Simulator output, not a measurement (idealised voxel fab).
The document below concerns the process module designated voxel tone inversion.
Section shown: cut. Width: 255 nm. Cell size: 5 nm, square.
Cross-section format: a grid of square cells, given as bands from top to bottom; each band is one or more rows of cells.
Quick guide to a band line: top height, bottom height (nm) up front; then every material left to right with its width in nm. Only one material and it's marked "edge to edge"? Then it fills the band edge to edge. And "air" just means empty space.
Heights are reckoned from 0. Under this level, the received wafer is all of one material. The bottommost band is open-ended downward, for example "0 nm and below".
A width such as "30->40" changes by the same amount from each row of cells to the next, from the band's top row to its bottom row.
Step note "remains unaltered" = no cross-section cell changed.
"Enclosed void inventory" means: voids of 8 cells or more that are shut off from the top with no open way through. Written width x height at distance, distance from the left edge, in nm.
That trailing text on a step's line, after the settings, is the simulator's own remark on the step.
overlay nm: how far to the right of its planned place the mask lay on this masked step (negative: to the left).

## These are the steps we planned for the process
step 1: RECEIVE with material Si
step 2: CONFORMAL_DEP with material SiCN, thk nm 5
step 3: DIRECTIONAL_DEP with material polySi, thk nm 15
step 4: PATTERN with tone cover, mask id POSTS, material resist, width nm 25, pitch nm 45, thk nm 20, overlay nm 0
step 5: DIRECTIONAL_ETCH with etch materials polySi, depth nm 15
step 6: STRIP with etch materials resist
step 7: FILL_DEP with material lowk, thk nm 5
step 8: CMP with height nm 20
step 9: STRIP with etch materials polySi
step 10: CONFORMAL_DEP with material TiN, thk nm 5
step 11: FILL_DEP with material Ru, thk nm 10
step 12: CMP with height nm 20
step 13: CONFORMAL_DEP with material SiCN, thk nm 5

## as received, after step 1
	0 nm and below | Si edge to edge
	Enclosed void inventory: none

## First of two wafers, end-of-module section, run followed plan
	25 nm to 20 nm | SiCN edge to edge
	20 nm to 10 nm | lowk=90; TiN=5; Ru=15; TiN=5; lowk=20; TiN=5; Ru=15; TiN=5; lowk=95
	10 nm to 5 nm | lowk=90; TiN=25; lowk=20; TiN=25; lowk=95
	5 nm to 0 nm | SiCN edge to edge
	0 nm and below | Si edge to edge
	Enclosed void inventory: none

## Wafer two (of two), end-of-module cross-section: start = wafer one, plan = wafer one, one run mistake
	25 nm to 20 nm | SiCN edge to edge
	20 nm to 10 nm | lowk=100; TiN=5; Ru=15; TiN=5; lowk=20; TiN=5; Ru=15; TiN=5; lowk=85
	10 nm to 5 nm | lowk=100; TiN=25; lowk=20; TiN=25; lowk=85
	5 nm to 0 nm | SiCN edge to edge
	0 nm and below | Si edge to edge
	Enclosed void inventory: none
It is concluded that the wafer was processed incorrectly with respect to the plan, in that not per plan at step 4, really ran PATTERN with tone cover, mask id POSTS, material resist, width nm 25, pitch nm 45, thk nm 20, overlay nm 10
at the end the second wafer has, in cells: as many of each material as the first, in other places
